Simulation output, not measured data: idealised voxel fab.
process module | voxel self aligned vias
165 nm wide, 5 nm square cells: that's cross-section cut.
A cross-section in this document is a grid of square cells, and it is written down as bands, the top band listed before the ones below it; a band is made up of one or more rows of cells. First you get the band's top height and its bottom height, in nm, and then the materials it's made of, left to right, with each width in nm. If you see a single material with "full width", that one covers the band edge to edge. "air" is empty space. Beneath 0, the wafer as received is one material, and that level is where height counting begins. The lowest band goes on downward without a bottom; it is written like "0 and below". The two numbers in a width such as "30..40" mark its ends across the band: the first belongs to the top row of cells, the second to the bottom row, and from each row to the next the width moves by the same amount. Step marked "no change"? Then no cell in the cross-section changed in it. Reported under the label "Enclosed voids" are the empty spaces having no open way to the top and comprising 8 cells or more; the notation for each is width x height at distance, in which the distance is measured from the left edge and all three values are in nm. Step line, after settings: the simulator's comment on this step. You can add "overlay nm" to a step's line. For a step with a mask, it describes how far the mask lay to the right of its planned position, and a negative number describes a lay to the left.
# Process steps - plan
step 1: RECEIVE [material Si]
step 2: CONFORMAL_DEP [material SiO2] [thk nm 15]
step 3: CONFORMAL_DEP [material SiCN] [thk nm 5]
step 4: DIRECTIONAL_DEP [material SiO2] [thk nm 20]
step 5: MASKED_ETCH [tone open] [mask id LINES] [width nm 20] [pitch nm 55] [etch materials SiO2] [depth nm 20] [overlay nm 0]
step 6: CONFORMAL_DEP [material TiN] [thk nm 5]
step 7: FILL_DEP [material Ru] [thk nm 5]
step 8: CMP [height nm 40]
step 9: SELECTIVE_ETCH [etch materials W Ru TiN] [depth nm 5]
step 10: FILL_DEP [material SiN] [thk nm 10]
step 11: CMP [height nm 40]
step 12: DIRECTIONAL_DEP [material SiO2] [thk nm 20]
step 13: DIRECTIONAL_DEP [material aC] [thk nm 10]
step 14: PATTERN [tone open] [mask id VIAS] [material resist] [width nm 30] [thk nm 30] [overlay nm 0]
step 15: DIRECTIONAL_ETCH [etch materials aC] [depth nm 10]
step 16: STRIP [etch materials resist]
step 17: DIRECTIONAL_ETCH [etch materials SiO2] [depth nm 20]
step 18: DIRECTIONAL_ETCH [etch materials SiN] [depth nm 5]
step 19: STRIP [etch materials aC]
step 20: CONFORMAL_DEP [material TiN] [thk nm 5]
step 21: FILL_DEP [material Cu] [thk nm 5]
step 22: CMP [height nm 60]
step 23: CONFORMAL_DEP [material SiCN] [thk nm 5]
# Account of the first of two wafers, which was processed as intended
# Cross-section of the wafer at receipt, which is the condition after step 1
* 0 and below  Si full width
* Enclosed voids: none
# Cross-sectional representation of the wafer at the conclusion of step 2
* 15 down to 0  SiO2 full width
* Beneath the level 0, the cross-section is identical to its previous state.
# Cross-sectional representation of the wafer at the conclusion of step 3
* 20 down to 15  SiCN full width
* Beneath the level 15, the cross-section is identical to its previous state.
# Cross-sectional representation of the wafer at the conclusion of step 4
* 40 down to 20  SiO2 full width
* Beneath the level 20, the cross-section is identical to its previous state.
# Cross-sectional representation of the wafer at the conclusion of step 5
* 40 down to 20  45 nm SiO2, then 20 nm air, then 35 nm SiO2, then 20 nm air, then 45 nm SiO2
* Beneath the level 20, the cross-section is identical to its previous state.
# Cross-sectional representation of the wafer at the conclusion of step 6
* 45 down to 40  50 nm TiN, then 10 nm air, then 45 nm TiN, then 10 nm air, then 50 nm TiN
* 40 down to 25  45 nm SiO2, then 5 nm TiN, then 10 nm air, then 5 nm TiN, then 35 nm SiO2, then 5 nm TiN, then 10 nm air, then 5 nm TiN, then 45 nm SiO2
* 25 down to 20  45 nm SiO2, then 20 nm TiN, then 35 nm SiO2, then 20 nm TiN, then 45 nm SiO2
* Beneath the level 20, the cross-section is identical to its previous state.
# Cross-sectional representation of the wafer at the conclusion of step 7
* 50 down to 45  Ru full width
* 45 down to 40  50 nm TiN, then 10 nm Ru, then 45 nm TiN, then 10 nm Ru, then 50 nm TiN
* 40 down to 25  45 nm SiO2, then 5 nm TiN, then 10 nm Ru, then 5 nm TiN, then 35 nm SiO2, then 5 nm TiN, then 10 nm Ru, then 5 nm TiN, then 45 nm SiO2
* Beneath the level 25, the cross-section is identical to its previous state.
# Cross-sectional representation of the wafer at the conclusion of step 8
* 40 down to 25  45 nm SiO2, then 5 nm TiN, then 10 nm Ru, then 5 nm TiN, then 35 nm SiO2, then 5 nm TiN, then 10 nm Ru, then 5 nm TiN, then 45 nm SiO2
* Beneath the level 25, the cross-section is identical to its previous state.
# Cross-sectional representation of the wafer at the conclusion of step 9
* 40 down to 35  45 nm SiO2, then 20 nm air, then 35 nm SiO2, then 20 nm air, then 45 nm SiO2
* Beneath the level 35, the cross-section is identical to its previous state.
# Cross-sectional representation of the wafer at the conclusion of step 10
* 50 down to 40  SiN full width
* 40 down to 35  45 nm SiO2, then 20 nm SiN, then 35 nm SiO2, then 20 nm SiN, then 45 nm SiO2
* Beneath the level 35, the cross-section is identical to its previous state.
# Cross-sectional representation of the wafer at the conclusion of step 11
* 40 down to 35  45 nm SiO2, then 20 nm SiN, then 35 nm SiO2, then 20 nm SiN, then 45 nm SiO2
* Beneath the level 35, the cross-section is identical to its previous state.
# Cross-sectional representation of the wafer at the conclusion of step 12
* 60 down to 40  SiO2 full width
* Beneath the level 40, the cross-section is identical to its previous state.
# Cross-sectional representation of the wafer at the conclusion of step 13
* 70 down to 60  aC full width
* Beneath the level 60, the cross-section is identical to its previous state.
# Cross-sectional representation of the wafer at the conclusion of step 14
* 100 down to 70  40 nm resist, then 30 nm air, then 95 nm resist
* Beneath the level 70, the cross-section is identical to its previous state.
# Cross-sectional representation of the wafer at the conclusion of step 15
* 90 down to 70  40 nm resist, then 30 nm air, then 95 nm resist
* 70 down to 60  40 nm aC, then 30 nm air, then 95 nm aC
* Beneath the level 60, the cross-section is identical to its previous state.
# Cross-sectional representation of the wafer at the conclusion of step 16
* 70 down to 60  40 nm aC, then 30 nm air, then 95 nm aC
* Beneath the level 60, the cross-section is identical to its previous state.
# Cross-sectional representation of the wafer at the conclusion of step 17
* 70 down to 60  40 nm aC, then 30 nm air, then 95 nm aC
* 60 down to 40  40 nm SiO2, then 30 nm air, then 95 nm SiO2
* Beneath the level 40, the cross-section is identical to its previous state.
# Cross-sectional representation of the wafer at the conclusion of step 18
* 70 down to 60  40 nm aC, then 30 nm air, then 95 nm aC
* 60 down to 40  40 nm SiO2, then 30 nm air, then 95 nm SiO2
* 40 down to 35  45 nm SiO2, then 20 nm air, then 35 nm SiO2, then 20 nm SiN, then 45 nm SiO2
* Beneath the level 35, the cross-section is identical to its previous state.
# Cross-sectional representation of the wafer at the conclusion of step 19
* 60 down to 40  40 nm SiO2, then 30 nm air, then 95 nm SiO2
* Beneath the level 40, the cross-section is identical to its previous state.
# Cross-sectional representation of the wafer at the conclusion of step 20
* 65 down to 60  45 nm TiN, then 20 nm air, then 100 nm TiN
* 60 down to 45  40 nm SiO2, then 5 nm TiN, then 20 nm air, then 5 nm TiN, then 95 nm SiO2
* 45 down to 40  40 nm SiO2, then 10 nm TiN, then 10 nm air, then 10 nm TiN, then 95 nm SiO2
* 40 down to 35  45 nm SiO2, then 20 nm TiN, then 35 nm SiO2, then 20 nm SiN, then 45 nm SiO2
* Beneath the level 35, the cross-section is identical to its previous state.
# Cross-sectional representation of the wafer at the conclusion of step 21
* 70 down to 65  Cu full width
* 65 down to 60  45 nm TiN, then 20 nm Cu, then 100 nm TiN
* 60 down to 45  40 nm SiO2, then 5 nm TiN, then 20 nm Cu, then 5 nm TiN, then 95 nm SiO2
* 45 down to 40  40 nm SiO2, then 10 nm TiN, then 10 nm Cu, then 10 nm TiN, then 95 nm SiO2
* Beneath the level 40, the cross-section is identical to its previous state.
# Cross-sectional representation of the wafer at the conclusion of step 22
* 60 down to 45  40 nm SiO2, then 5 nm TiN, then 20 nm Cu, then 5 nm TiN, then 95 nm SiO2
* Beneath the level 45, the cross-section is identical to its previous state.
# Cross-sectional representation of the wafer at the conclusion of step 23
* 65 down to 60  SiCN full width
* Beneath the level 60, the cross-section is identical to its previous state.
# For the second wafer, take the first wafer's start and plan, then add one mistake made in running it; everything through step 1, that step included, is shared with the first
# Second wafer at the planned finish of step 2, seen in cross-section
* 30 down to 0  SiO2 full width
* Beneath the level 0, the cross-section is identical to its previous state.
# Second wafer at the planned finish of step 3, seen in cross-section
* 35 down to 30  SiCN full width
* Beneath the level 30, the cross-section is identical to its previous state.
# Second wafer at the planned finish of step 4, seen in cross-section
* 55 down to 35  SiO2 full width
* Beneath the level 35, the cross-section is identical to its previous state.
# Second wafer at the planned finish of step 5, seen in cross-section
* 55 down to 35  45 nm SiO2, then 20 nm air, then 35 nm SiO2, then 20 nm air, then 45 nm SiO2
* Beneath the level 35, the cross-section is identical to its previous state.
# Second wafer at the planned finish of step 6, seen in cross-section
* 60 down to 55  50 nm TiN, then 10 nm air, then 45 nm TiN, then 10 nm air, then 50 nm TiN
* 55 down to 40  45 nm SiO2, then 5 nm TiN, then 10 nm air, then 5 nm TiN, then 35 nm SiO2, then 5 nm TiN, then 10 nm air, then 5 nm TiN, then 45 nm SiO2
* 40 down to 35  45 nm SiO2, then 20 nm TiN, then 35 nm SiO2, then 20 nm TiN, then 45 nm SiO2
* Beneath the level 35, the cross-section is identical to its previous state.
# Second wafer at the planned finish of step 7, seen in cross-section
* 65 down to 60  Ru full width
* 60 down to 55  50 nm TiN, then 10 nm Ru, then 45 nm TiN, then 10 nm Ru, then 50 nm TiN
* 55 down to 40  45 nm SiO2, then 5 nm TiN, then 10 nm Ru, then 5 nm TiN, then 35 nm SiO2, then 5 nm TiN, then 10 nm Ru, then 5 nm TiN, then 45 nm SiO2
* Beneath the level 40, the cross-section is identical to its previous state.
# Second wafer at the planned finish of step 8, seen in cross-section
* 40 down to 35  45 nm SiO2, then 20 nm TiN, then 35 nm SiO2, then 20 nm TiN, then 45 nm SiO2
* Beneath the level 35, the cross-section is identical to its previous state.
# Second wafer at the planned finish of step 9, seen in cross-section
* 40 down to 35  45 nm SiO2, then 20 nm air, then 35 nm SiO2, then 20 nm air, then 45 nm SiO2
* Beneath the level 35, the cross-section is identical to its previous state.
# Second wafer at the planned finish of step 10, seen in cross-section
* 50 down to 40  SiN full width
* 40 down to 35  45 nm SiO2, then 20 nm SiN, then 35 nm SiO2, then 20 nm SiN, then 45 nm SiO2
* Beneath the level 35, the cross-section is identical to its previous state.
# Second wafer at the planned finish of step 11, seen in cross-section
* 40 down to 35  45 nm SiO2, then 20 nm SiN, then 35 nm SiO2, then 20 nm SiN, then 45 nm SiO2
* Beneath the level 35, the cross-section is identical to its previous state.
# Second wafer at the planned finish of step 12, seen in cross-section
* 60 down to 40  SiO2 full width
* Beneath the level 40, the cross-section is identical to its previous state.
# Second wafer at the planned finish of step 13, seen in cross-section
* 70 down to 60  aC full width
* Beneath the level 60, the cross-section is identical to its previous state.
# Second wafer at the planned finish of step 14, seen in cross-section
* 100 down to 70  40 nm resist, then 30 nm air, then 95 nm resist
* Beneath the level 70, the cross-section is identical to its previous state.
# Second wafer at the planned finish of step 15, seen in cross-section
* 90 down to 70  40 nm resist, then 30 nm air, then 95 nm resist
* 70 down to 60  40 nm aC, then 30 nm air, then 95 nm aC
* Beneath the level 60, the cross-section is identical to its previous state.
# Second wafer at the planned finish of step 16, seen in cross-section
* 70 down to 60  40 nm aC, then 30 nm air, then 95 nm aC
* Beneath the level 60, the cross-section is identical to its previous state.
# Second wafer at the planned finish of step 17, seen in cross-section
* 70 down to 60  40 nm aC, then 30 nm air, then 95 nm aC
* 60 down to 40  40 nm SiO2, then 30 nm air, then 95 nm SiO2
* Beneath the level 40, the cross-section is identical to its previous state.
# Second wafer at the planned finish of step 18, seen in cross-section
* 70 down to 60  40 nm aC, then 30 nm air, then 95 nm aC
* 60 down to 40  40 nm SiO2, then 30 nm air, then 95 nm SiO2
* 40 down to 35  45 nm SiO2, then 20 nm air, then 35 nm SiO2, then 20 nm SiN, then 45 nm SiO2
* Beneath the level 35, the cross-section is identical to its previous state.
# Second wafer at the planned finish of step 19, seen in cross-section
* 60 down to 40  40 nm SiO2, then 30 nm air, then 95 nm SiO2
* Beneath the level 40, the cross-section is identical to its previous state.
# Second wafer at the planned finish of step 20, seen in cross-section
* 65 down to 60  45 nm TiN, then 20 nm air, then 100 nm TiN
* 60 down to 45  40 nm SiO2, then 5 nm TiN, then 20 nm air, then 5 nm TiN, then 95 nm SiO2
* 45 down to 40  40 nm SiO2, then 10 nm TiN, then 10 nm air, then 10 nm TiN, then 95 nm SiO2
* 40 down to 35  45 nm SiO2, then 20 nm TiN, then 35 nm SiO2, then 20 nm SiN, then 45 nm SiO2
* Beneath the level 35, the cross-section is identical to its previous state.
# Second wafer at the planned finish of step 21, seen in cross-section
* 70 down to 65  Cu full width
* 65 down to 60  45 nm TiN, then 20 nm Cu, then 100 nm TiN
* 60 down to 45  40 nm SiO2, then 5 nm TiN, then 20 nm Cu, then 5 nm TiN, then 95 nm SiO2
* 45 down to 40  40 nm SiO2, then 10 nm TiN, then 10 nm Cu, then 10 nm TiN, then 95 nm SiO2
* Beneath the level 40, the cross-section is identical to its previous state.
# Second wafer at the planned finish of step 22, seen in cross-section
* 60 down to 45  40 nm SiO2, then 5 nm TiN, then 20 nm Cu, then 5 nm TiN, then 95 nm SiO2
* Beneath the level 45, the cross-section is identical to its previous state.
# Second wafer at the planned finish of step 23, seen in cross-section
* 65 down to 60  SiCN full width
* Beneath the level 60, the cross-section is identical to its previous state.
Plan not followed: plan step 2 was twice executed
The final cell counts differ between the wafers, with the second having more or fewer of some materials than the first: 8 fewer of Ru | 24 more of SiO2 | 16 fewer of TiN
